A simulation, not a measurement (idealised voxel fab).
process module | voxel gate over fins
cross-section cut | 160 nm wide | cells 5 nm
A cross-section is a grid of square cells, given in bands from the top down. A band is one or more rows of cells.
Each band's line starts with the height of the band's top and of its bottom, in nm. Then come its materials from left to right, each with its width in nm. One material with "throughout" fills the band from edge to edge. "air" is empty space.
Height 0 is the level under which the wafer as received is all one material. The lowest band goes on downwards, as in "0 down".
A width such as "30 to 40" changes by the same amount from each row of cells to the next, from the band's top row to its bottom row.
"no change" after a step means that no cell of the cross-section changed.
closed voids: empty space of 8 cells or more with no open way to the top, each as width x height at its distance from the left edge, in nm
after a step's settings: what the simulator itself notes on the step
overlay nm, on a step with a mask: how far to the right of its planned place the mask lay; to the left if negative
plan
1 op RECEIVE | material Si
2 op CONFORMAL_DEP | material SiN | thk nm 5
3 op DIRECTIONAL_DEP | material aC | thk nm 10
4 op PATTERN | tone cover | mask id FINS | material resist | width nm 15 | pitch nm 35 | thk nm 30 | overlay nm 0
5 op DIRECTIONAL_ETCH | etch materials aC | depth nm 10
6 op STRIP | etch materials resist
7 op DIRECTIONAL_ETCH | etch materials SiN | depth nm 5
8 op DIRECTIONAL_ETCH | etch materials Si | depth nm 30
9 op STRIP | etch materials aC
10 op OXIDIZE | depth nm 5
11 op FILL_DEP | material SiO2 | thk nm 10
12 op CMP | height nm 5
13 op SELECTIVE_ETCH | etch materials SiO2 | depth nm 15
14 op STRIP | etch materials SiN
15 op CONFORMAL_DEP | material HfO2 | thk nm 5
16 op CONFORMAL_DEP | material TiN | thk nm 5
17 op CONFORMAL_DEP | material TiAl | thk nm 5
18 op CONFORMAL_DEP | material TiN | thk nm 5
19 op FILL_DEP | material W | thk nm 10
20 op CMP | height nm 25
21 op CONFORMAL_DEP | material SiCN | thk nm 5
as received, after step 1
  0 down: Si throughout
  closed voids: none
first wafer at the end, as planned
  30 to 25: SiCN throughout
  25 to 20: W throughout
  20 to 15: W 40 | TiN 80 | W 40
  15 to 10: W 40 | TiN 5 | TiAl 70 | TiN 5 | W 40
  10 to 5: TiN 45 | TiAl 5 | TiN 25 | TiAl 10 | TiN 25 | TiAl 5 | TiN 45
  5 to 0: TiAl 50 | TiN 5 | HfO2 15 | TiN 5 | TiAl 10 | TiN 5 | HfO2 15 | TiN 5 | TiAl 50
  0 to -5: TiN 55 | HfO2 5 | Si 5 | HfO2 5 | TiN 20 | HfO2 5 | Si 5 | HfO2 5 | TiN 55
  -5 to -10: HfO2 60 | Si 5 | HfO2 30 | Si 5 | HfO2 60
  -10 to -35: SiO2 60 | Si 5 | SiO2 30 | Si 5 | SiO2 60
  -35 down: Si throughout
  closed voids: none
second wafer at the end: like start, like plan, one mistake
  30 to 25: SiCN throughout
  25 to 20: W throughout
  20 to 15: W 40 | TiAl 80 | W 40
  15 to 10: W 40 | TiAl 5 | TiN 70 | TiAl 5 | W 40
  10 to 5: TiAl 45 | TiN 70 | TiAl 45
  5 to 0: TiN 55 | HfO2 15 | TiN 20 | HfO2 15 | TiN 55
  0 to -5: TiN 55 | HfO2 5 | Si 5 | HfO2 5 | TiN 20 | HfO2 5 | Si 5 | HfO2 5 | TiN 55
  -5 to -10: HfO2 60 | Si 5 | HfO2 30 | Si 5 | HfO2 60
  -10 to -35: SiO2 60 | Si 5 | SiO2 30 | Si 5 | SiO2 60
  -35 down: Si throughout
  closed voids: none
what went wrong: steps 17 and 18 were swapped
at the end the second wafer has, in cells: 4 fewer of TiAl | 4 more of TiN
